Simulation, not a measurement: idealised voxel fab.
process module | voxel capacitor over wiring
cross-section cut | 175 nm wide | cells 5 nm
A cross-section is a grid of square cells, given in bands from the top down. A band is one or more rows of cells.
Each band's line starts with the height of the band's top and of its bottom, in nm. Then come its materials from left to right, each with its width in nm. One material with "throughout" fills the band from edge to edge. "air" is empty space.
Height 0 is the level under which the wafer as received is all one material. The lowest band goes on downwards, as in "0 down".
A width such as "30 to 40" changes by the same amount from each row of cells to the next, from the band's top row to its bottom row.
"no change" after a step means that no cell of the cross-section changed.
closed voids: empty space of 8 cells or more with no open way to the top, each as width x height at its distance from the left edge, in nm
after a step's settings: what the simulator itself notes on the step
overlay nm, on a step with a mask: how far to the right of its planned place the mask lay; to the left if negative
plan
1 op RECEIVE | material Si
2 op CONFORMAL_DEP | material SiO2 | thk nm 10
3 op DIRECTIONAL_DEP | material TiN | thk nm 5
4 op DIRECTIONAL_DEP | material Ru | thk nm 20
5 op DIRECTIONAL_DEP | material aC | thk nm 15
6 op PATTERN | tone cover | mask id METAL_1 | material resist | width nm 25 | pitch nm 75 | thk nm 30 | overlay nm 0
7 op DIRECTIONAL_ETCH | etch materials aC | depth nm 15
8 op STRIP | etch materials resist
9 op DIRECTIONAL_ETCH | etch materials Ru | depth nm 20
10 op DIRECTIONAL_ETCH | etch materials TiN | depth nm 5
11 op STRIP | etch materials aC
12 op FILL_DEP | material lowk | thk nm 10
13 op CMP | height nm 35
14 op CONFORMAL_DEP | material SiCN | thk nm 5
15 op DIRECTIONAL_DEP | material SiO2 | thk nm 20
16 op DIRECTIONAL_DEP | material aC | thk nm 10
17 op PATTERN | tone open | mask id PLUG_1 | material resist | width nm 15 | thk nm 25 | overlay nm 0
18 op DIRECTIONAL_ETCH | etch materials aC | depth nm 10
19 op STRIP | etch materials resist
20 op DIRECTIONAL_ETCH | etch materials SiO2 | depth nm 20
21 op DIRECTIONAL_ETCH | etch materials SiCN | depth nm 5
22 op STRIP | etch materials aC
23 op EPI | material Ru | thk nm 10
24 op EPI | material Ru | thk nm 10
25 op EPI | material Ru | thk nm 5
26 op DIRECTIONAL_DEP | material TiN | thk nm 10
27 op DIRECTIONAL_DEP | material SiN | thk nm 5
28 op DIRECTIONAL_DEP | material TiN | thk nm 5
29 op PATTERN | tone cover | mask id UPPER_PLATE | material resist | width nm 55 | thk nm 15 | overlay nm 0
30 op DIRECTIONAL_ETCH | etch materials TiN | depth nm 5
31 op DIRECTIONAL_ETCH | etch materials SiN | depth nm 5
32 op STRIP | etch materials resist
33 op MASKED_ETCH | tone cover | mask id LOWER_PLATE | width nm 65 | etch materials TiN | depth nm 10 | overlay nm 0
34 op FILL_DEP | material SiO2 | thk nm 20
35 op CMP | height nm 95
36 op DIRECTIONAL_DEP | material aC | thk nm 10
37 op PATTERN | tone open | mask id PLUG_2 | material resist | width nm 15 | thk nm 30 | overlay nm 0
38 op DIRECTIONAL_ETCH | etch materials aC | depth nm 10
39 op STRIP | etch materials resist
40 op DIRECTIONAL_ETCH | etch materials SiO2 | depth nm 15
41 op STRIP | etch materials aC
42 op CONFORMAL_DEP | material TiN | thk nm 5
43 op FILL_DEP | material Cu | thk nm 5
44 op CMP | height nm 95
45 op CONFORMAL_DEP | material SiN | thk nm 5
first wafer, as planned
as received, after step 1
  0 down: Si throughout
  closed voids: none
after step 2
  10 to 0: SiO2 throughout
  below 0: unchanged
after step 3
  15 to 10: TiN throughout
  below 10: unchanged
after step 4
  35 to 15: Ru throughout
  below 15: unchanged
after step 5
  50 to 35: aC throughout
  below 35: unchanged
after step 6
  80 to 50: air 35 | resist 25 | air 50 | resist 25 | air 40
  below 50: unchanged
after step 7
  65 to 50: air 35 | resist 25 | air 50 | resist 25 | air 40
  50 to 35: air 35 | aC 25 | air 50 | aC 25 | air 40
  below 35: unchanged
after step 8
  50 to 35: air 35 | aC 25 | air 50 | aC 25 | air 40
  below 35: unchanged
after step 9
  50 to 35: air 35 | aC 25 | air 50 | aC 25 | air 40
  35 to 15: air 35 | Ru 25 | air 50 | Ru 25 | air 40
  below 15: unchanged
after step 10
  50 to 35: air 35 | aC 25 | air 50 | aC 25 | air 40
  35 to 15: air 35 | Ru 25 | air 50 | Ru 25 | air 40
  15 to 10: air 35 | TiN 25 | air 50 | TiN 25 | air 40
  below 10: unchanged
after step 11
  35 to 15: air 35 | Ru 25 | air 50 | Ru 25 | air 40
  below 15: unchanged
after step 12
  45 to 35: lowk throughout
  35 to 15: lowk 35 | Ru 25 | lowk 50 | Ru 25 | lowk 40
  15 to 10: lowk 35 | TiN 25 | lowk 50 | TiN 25 | lowk 40
  below 10: unchanged
after step 13
  35 to 15: lowk 35 | Ru 25 | lowk 50 | Ru 25 | lowk 40
  below 15: unchanged
after step 14
  40 to 35: SiCN throughout
  below 35: unchanged
after step 15
  60 to 40: SiO2 throughout
  below 40: unchanged
after step 16
  70 to 60: aC throughout
  below 60: unchanged
after step 17
  95 to 70: resist 45 | air 15 | resist 115
  below 70: unchanged
after step 18
  85 to 70: resist 45 | air 15 | resist 115
  70 to 60: aC 45 | air 15 | aC 115
  below 60: unchanged
after step 19
  70 to 60: aC 45 | air 15 | aC 115
  below 60: unchanged
after step 20
  70 to 60: aC 45 | air 15 | aC 115
  60 to 40: SiO2 45 | air 15 | SiO2 115
  below 40: unchanged
after step 21
  70 to 60: aC 45 | air 15 | aC 115
  60 to 40: SiO2 45 | air 15 | SiO2 115
  40 to 35: SiCN 45 | air 15 | SiCN 115
  below 35: unchanged
after step 22
  60 to 40: SiO2 45 | air 15 | SiO2 115
  below 40: unchanged
after step 23
  60 to 45: SiO2 45 | air 15 | SiO2 115
  45 to 40: SiO2 45 | Ru 15 | SiO2 115
  40 to 35: SiCN 45 | Ru 15 | SiCN 115
  below 35: unchanged
after step 24
  60 to 55: SiO2 45 | air 15 | SiO2 115
  55 to 40: SiO2 45 | Ru 15 | SiO2 115
  below 40: unchanged
after step 25
  60 to 40: SiO2 45 | Ru 15 | SiO2 115
  below 40: unchanged
after step 26
  70 to 60: TiN throughout
  below 60: unchanged
after step 27
  75 to 70: SiN throughout
  below 70: unchanged
after step 28
  80 to 75: TiN throughout
  below 75: unchanged
after step 29
  95 to 80: air 45 | resist 55 | air 75
  below 80: unchanged
after step 30
  95 to 80: air 45 | resist 55 | air 75
  80 to 75: air 45 | TiN 55 | air 75
  below 75: unchanged
after step 31
  95 to 80: air 45 | resist 55 | air 75
  80 to 75: air 45 | TiN 55 | air 75
  75 to 70: air 45 | SiN 55 | air 75
  below 70: unchanged
after step 32
  80 to 75: air 45 | TiN 55 | air 75
  below 75: unchanged
after step 33
  80 to 75: air 45 | TiN 55 | air 75
  75 to 70: air 45 | SiN 55 | air 75
  70 to 60: air 40 | TiN 65 | air 70
  below 60: unchanged
after step 34
  100 to 80: SiO2 throughout
  80 to 75: SiO2 45 | TiN 55 | SiO2 75
  75 to 70: SiO2 45 | SiN 55 | SiO2 75
  70 to 60: SiO2 40 | TiN 65 | SiO2 70
  below 60: unchanged
after step 35
  95 to 80: SiO2 throughout
  below 80: unchanged
after step 36
  105 to 95: aC throughout
  below 95: unchanged
after step 37
  135 to 105: resist 55 | air 15 | resist 105
  below 105: unchanged
after step 38
  125 to 105: resist 55 | air 15 | resist 105
  105 to 95: aC 55 | air 15 | aC 105
  below 95: unchanged
after step 39
  105 to 95: aC 55 | air 15 | aC 105
  below 95: unchanged
after step 40
  105 to 95: aC 55 | air 15 | aC 105
  95 to 80: SiO2 55 | air 15 | SiO2 105
  below 80: unchanged
after step 41
  95 to 80: SiO2 55 | air 15 | SiO2 105
  below 80: unchanged
after step 42
  100 to 95: TiN 60 | air 5 | TiN 110
  95 to 85: SiO2 55 | TiN 5 | air 5 | TiN 5 | SiO2 105
  85 to 75: SiO2 55 to 45 | TiN 15 to 55 | SiO2 105 to 75
  below 75: unchanged
after step 43
  105 to 100: Cu throughout
  100 to 95: TiN 60 | Cu 5 | TiN 110
  95 to 85: SiO2 55 | TiN 5 | Cu 5 | TiN 5 | SiO2 105
  below 85: unchanged
after step 44
  95 to 85: SiO2 55 | TiN 5 | Cu 5 | TiN 5 | SiO2 105
  below 85: unchanged
after step 45
  100 to 95: SiN throughout
  below 95: unchanged
second wafer: like start, like plan, one mistake. Through step 28 it matches the first wafer
when step 29 should have ended
  95 to 80: resist 45 | air 55 | resist 75
  below 80: unchanged
when step 30 should have ended
  95 to 80: resist 45 | air 55 | resist 75
  80 to 75: TiN 45 | air 55 | TiN 75
  below 75: unchanged
when step 31 should have ended
  95 to 80: resist 45 | air 55 | resist 75
  80 to 75: TiN 45 | air 55 | TiN 75
  75 to 70: SiN 45 | air 55 | SiN 75
  below 70: unchanged
when step 32 should have ended
  80 to 75: TiN 45 | air 55 | TiN 75
  below 75: unchanged
when step 33 should have ended
  80 to 75: air 40 | TiN 5 | air 55 | TiN 5 | air 70
  below 75: unchanged
when step 34 should have ended
  100 to 80: SiO2 throughout
  80 to 75: SiO2 40 | TiN 5 | SiO2 55 | TiN 5 | SiO2 70
  75 to 70: SiN 45 | SiO2 55 | SiN 75
  below 70: unchanged
when step 35 should have ended
  95 to 80: SiO2 throughout
  below 80: unchanged
when step 36 should have ended
  105 to 95: aC throughout
  below 95: unchanged
when step 37 should have ended
  135 to 105: resist 55 | air 15 | resist 105
  below 105: unchanged
when step 38 should have ended
  125 to 105: resist 55 | air 15 | resist 105
  105 to 95: aC 55 | air 15 | aC 105
  below 95: unchanged
when step 39 should have ended
  105 to 95: aC 55 | air 15 | aC 105
  below 95: unchanged
when step 40 should have ended
  105 to 95: aC 55 | air 15 | aC 105
  95 to 80: SiO2 55 | air 15 | SiO2 105
  below 80: unchanged
when step 41 should have ended
  95 to 80: SiO2 55 | air 15 | SiO2 105
  below 80: unchanged
when step 42 should have ended
  100 to 95: TiN 60 | air 5 | TiN 110
  95 to 85: SiO2 55 | TiN 5 | air 5 | TiN 5 | SiO2 105
  85 to 80: SiO2 55 | TiN 15 | SiO2 105
  below 80: unchanged
when step 43 should have ended
  105 to 100: Cu throughout
  100 to 95: TiN 60 | Cu 5 | TiN 110
  95 to 85: SiO2 55 | TiN 5 | Cu 5 | TiN 5 | SiO2 105
  below 85: unchanged
when step 44 should have ended
  95 to 85: SiO2 55 | TiN 5 | Cu 5 | TiN 5 | SiO2 105
  below 85: unchanged
when step 45 should have ended
  100 to 95: SiN throughout
  below 95: unchanged
what went wrong: step 29 ran as: op PATTERN | tone open | mask id UPPER_PLATE | material resist | width nm 55 | thk nm 15 | overlay nm 0
at the end the second wafer has, in cells: 13 more of SiN | 48 fewer of SiO2 | 35 more of TiN
